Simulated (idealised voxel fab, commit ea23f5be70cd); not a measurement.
process module | voxel released beams
cross-section cut | 280 nm wide | cells 5 nm
A cross-section is a grid of square cells, given in bands from the top down. A band is one or more rows of cells.
Each band's line starts with the height of the band's top and of its bottom, in nm. Then come its materials from left to right, each with its width in nm. One material with "throughout" fills the band from edge to edge. "air" is empty space.
Height 0 is the level under which the wafer as received is all one material. The lowest band goes on downwards, as in "0 down".
A width such as "30 to 40" changes by the same amount from each row of cells to the next, from the band's top row to its bottom row.
"no change" after a step means that no cell of the cross-section changed.
closed voids: empty space of 8 cells or more with no open way to the top, each as width x height at its distance from the left edge, in nm
after a step's settings: what the simulator itself notes on the step
overlay nm, on a step with a mask: how far to the right of its planned place the mask lay; to the left if negative
plan
1 op RECEIVE | material Si
2 op CONFORMAL_DEP | material SiN | thk nm 10
3 op DIRECTIONAL_DEP | material SiO2 | thk nm 15
4 op MASKED_ETCH | tone open | mask id ANCHOR | width nm 40 | etch materials SiO2 | depth nm 15 | overlay nm 0
5 op CONFORMAL_DEP | material W | thk nm 15
6 op DIRECTIONAL_DEP | material aC | thk nm 10
7 op PATTERN | tone cover | mask id BEAM | material resist | width nm 120 | thk nm 25 | overlay nm 0
8 op DIRECTIONAL_ETCH | etch materials aC | depth nm 10
9 op STRIP | etch materials resist
10 op DIRECTIONAL_ETCH | etch materials W | depth nm 15
11 op STRIP | etch materials aC
12 op STRIP | etch materials SiO2
as received, after step 1
  0 down: Si throughout
  closed voids: none
first wafer at the end, as planned
  40 to 25: air 75 | W 20 | air 10 | W 90 | air 85
  25 to 10: air 80 | W 40 | air 160
  10 to 0: SiN throughout
  0 down: Si throughout
  closed voids: none
second wafer at the end: like start, like plan, one mistake
  40 to 25: air 75 | W 120 | air 85
  25 to 15: SiN throughout
  15 to 0: SiO2 throughout
  0 down: Si throughout
  closed voids: none
what went wrong: steps 2 and 3 were swapped
at the end the second wafer has, in cells: 168 more of SiO2 | 18 fewer of W
